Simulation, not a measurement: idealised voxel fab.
The document below concerns the process module designated voxel wiring stack.
Xsec cut, 230 nm wide, square cell size 5 nm.
Cross-section layout: square cells on a grid; listed as bands, top to bottom; a band spans one or more cell rows.
Top, bottom (nm), then materials left to right with widths (nm); lone material tagged "edge to edge" fills the whole band edge to edge; "empty" = empty space.
The reference from which all heights are counted is 0, the level beneath which the as-received wafer is entirely one material; the lowest band, having no lower bound, proceeds downward and is written after the example "0 nm and below".
It should be noted that a width expressed as "30->40" varies in equal increments from row to row of cells within the band, taking the value of the first number at the top row and that of the second number at the bottom row.
Step marked "identical to before"? Then no cell in the cross-section changed in it.
The label "Sealed internal voids" introduces a list of the empty spaces, 8 cells or larger, that have no open way up to the top; each entry in it reads width x height at distance, where the distance is taken from the left edge and all three are stated in nm.
If you see something after the settings on a step's line, that's the simulator's own remark about that step.
overlay nm: how far to the right of its planned place the mask lay on this masked step (negative: to the left).
Steps planned for the process:
1) op RECEIVE | material Si
2) op CONFORMAL_DEP | material SiO2 | thk nm 15
3) op CONFORMAL_DEP | material SiN | thk nm 5
4) op DIRECTIONAL_DEP | material SiO2 | thk nm 20
5) op DIRECTIONAL_DEP | material aC | thk nm 10
6) op PATTERN | tone open | mask id METAL_1 | material resist | width nm 20 | pitch nm 50 | thk nm 25 | overlay nm 0
7) op DIRECTIONAL_ETCH | etch materials aC | depth nm 10
8) op STRIP | etch materials resist
9) op DIRECTIONAL_ETCH | etch materials SiO2 | depth nm 20
10) op DIRECTIONAL_ETCH | etch materials SiN | depth nm 5
11) op STRIP | etch materials aC
12) op CONFORMAL_DEP | material TiN | thk nm 5
13) op FILL_DEP | material W | thk nm 10
14) op CMP | height nm 40
15) op EPI | material Ru | thk nm 5
16) op FILL_DEP | material SiCN | thk nm 5
17) op DIRECTIONAL_DEP | material lowk | thk nm 30
18) op MASKED_ETCH | tone open | mask id METAL_2_HOLES | width nm 15 | pitch nm 50 | etch materials lowk | depth nm 30 | overlay nm 0
19) op MASKED_ETCH | tone open | mask id METAL_2 | width nm 20 | pitch nm 50 | etch materials lowk | depth nm 5 | overlay nm 0
20) op MASKED_ETCH | tone open | mask id METAL_2 | width nm 20 | pitch nm 50 | etch materials SiCN | depth nm 5 | overlay nm 0
21) op CONFORMAL_DEP | material TiN | thk nm 5
22) op FILL_DEP | material Cu | thk nm 5
23) op CMP | height nm 80
24) op CONFORMAL_DEP | material SiCN | thk nm 5
25) op DIRECTIONAL_DEP | material lowk | thk nm 25
26) op PATTERN | tone open | mask id METAL_3 | material resist | width nm 20 | pitch nm 50 | thk nm 20 | overlay nm 0
27) op DIRECTIONAL_ETCH | etch materials lowk | depth nm 15
28) op STRIP | etch materials resist
29) op PATTERN | tone open | mask id METAL_3_HOLES | material resist | width nm 15 | pitch nm 50 | thk nm 20 | overlay nm 0
30) op DIRECTIONAL_ETCH | etch materials lowk | depth nm 10
31) op DIRECTIONAL_ETCH | etch materials SiCN | depth nm 5
32) op STRIP | etch materials resist
33) op CONFORMAL_DEP | material TiN | thk nm 5
34) op FILL_DEP | material Ru | thk nm 10
35) op CMP | height nm 110
36) op CONFORMAL_DEP | material SiN | thk nm 5
Be aware that, although all wafers share a common starting state, the depth nm at step 19 differs among them, and the plan displays the first wafer's value.
So this is the first of several wafers, cross-sectioned as it came to us, meaning it's at the end of step 1:
0 nm and below: Si edge to edge
Sealed internal voids: none
Rows = wafers. At module end, each row lists per material the cells gained (+) or lost (-) since the wafer was received, then the closed voids:
depth nm 5; +12 Cu; +26 Ru; +114 SiCN; +84 SiN; +290 SiO2; +84 TiN; +16 W; +432 lowk; Sealed internal voids: none
depth nm 10; +14 Cu; +26 Ru; +114 SiCN; +84 SiN; +290 SiO2; +84 TiN; +16 W; +430 lowk; Sealed internal voids: none
depth nm 15; +16 Cu; +26 Ru; +114 SiCN; +84 SiN; +290 SiO2; +84 TiN; +16 W; +428 lowk; Sealed internal voids: none
depth nm 20; +18 Cu; +26 Ru; +114 SiCN; +84 SiN; +290 SiO2; +84 TiN; +16 W; +426 lowk; Sealed internal voids: none
depth nm 25; +20 Cu; +26 Ru; +114 SiCN; +84 SiN; +290 SiO2; +84 TiN; +16 W; +424 lowk; Sealed internal voids: none
depth nm 30; +24 Cu; +26 Ru; +112 SiCN; +84 SiN; +290 SiO2; +84 TiN; +16 W; +422 lowk; Sealed internal voids: none
